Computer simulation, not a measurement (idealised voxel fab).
process module | voxel self aligned vias
cross-section cut | 195 nm wide | cells 5 nm
A cross-section is a grid of square cells, given in bands from the top down. A band is one or more rows of cells.
Each band's line starts with the height of the band's top and of its bottom, in nm. Then come its materials from left to right, each with its width in nm. One material with "throughout" fills the band from edge to edge. "air" is empty space.
Height 0 is the level under which the wafer as received is all one material. The lowest band goes on downwards, as in "0 down".
A width such as "30 to 40" changes by the same amount from each row of cells to the next, from the band's top row to its bottom row.
"no change" after a step means that no cell of the cross-section changed.
closed voids: empty space of 8 cells or more with no open way to the top, each as width x height at its distance from the left edge, in nm
after a step's settings: what the simulator itself notes on the step
overlay nm, on a step with a mask: how far to the right of its planned place the mask lay; to the left if negative
plan
1 op RECEIVE | material Si
2 op CONFORMAL_DEP | material SiO2 | thk nm 10
3 op CONFORMAL_DEP | material SiCN | thk nm 5
4 op DIRECTIONAL_DEP | material SiO2 | thk nm 20
5 op MASKED_ETCH | tone open | mask id LINES | width nm 25 | pitch nm 65 | etch materials SiO2 | depth nm 20 | overlay nm 0
6 op CONFORMAL_DEP | material TiN | thk nm 5
7 op FILL_DEP | material Ru | thk nm 5
8 op CMP | height nm 35
9 op SELECTIVE_ETCH | etch materials W Ru TiN | depth nm 5
10 op FILL_DEP | material SiN | thk nm 5
11 op CMP | height nm 35
12 op DIRECTIONAL_DEP | material SiO2 | thk nm 15
13 op DIRECTIONAL_DEP | material aC | thk nm 10
14 op PATTERN | tone open | mask id VIAS | material resist | width nm 45 | thk nm 25 | overlay nm 0
15 op DIRECTIONAL_ETCH | etch materials aC | depth nm 10
16 op STRIP | etch materials resist
17 op DIRECTIONAL_ETCH | etch materials SiO2 | depth nm 15
18 op DIRECTIONAL_ETCH | etch materials SiN | depth nm 5
19 op STRIP | etch materials aC
20 op CONFORMAL_DEP | material TiN | thk nm 5
21 op FILL_DEP | material Cu | thk nm 10
22 op CMP | height nm 50
23 op CONFORMAL_DEP | material SiCN | thk nm 5
as received, after step 1
  0 down: Si throughout
  closed voids: none
first wafer at the end, as planned
  55 to 50: SiCN throughout
  50 to 40: SiO2 40 | TiN 5 | Cu 35 | TiN 5 | SiO2 110
  40 to 35: SiO2 40 | TiN 15 | Cu 15 | TiN 15 | SiO2 110
  35 to 30: SiO2 50 | TiN 25 | SiO2 40 | SiN 25 | SiO2 55
  30 to 20: SiO2 50 | TiN 5 | Ru 15 | TiN 5 | SiO2 40 | TiN 5 | Ru 15 | TiN 5 | SiO2 55
  20 to 15: SiO2 50 | TiN 25 | SiO2 40 | TiN 25 | SiO2 55
  15 to 10: SiCN throughout
  10 to 0: SiO2 throughout
  0 down: Si throughout
  closed voids: none
second wafer at the end: like start, like plan, one mistake
  55 to 50: SiCN throughout
  50 to 40: SiO2 45 | TiN 5 | Cu 35 | TiN 5 | SiO2 105
  40 to 35: SiO2 45 | TiN 10 | Cu 15 | TiN 20 | SiO2 105
  35 to 30: SiO2 50 | TiN 25 | SiO2 40 | SiN 25 | SiO2 55
  30 to 20: SiO2 50 | TiN 5 | Ru 15 | TiN 5 | SiO2 40 | TiN 5 | Ru 15 | TiN 5 | SiO2 55
  20 to 15: SiO2 50 | TiN 25 | SiO2 40 | TiN 25 | SiO2 55
  15 to 10: SiCN throughout
  10 to 0: SiO2 throughout
  0 down: Si throughout
  closed voids: none
what went wrong: step 14 ran as: op PATTERN | tone open | mask id VIAS | material resist | width nm 45 | thk nm 25 | overlay nm 5
at the end the second wafer has, in cells: as many of each material as the first, in other places
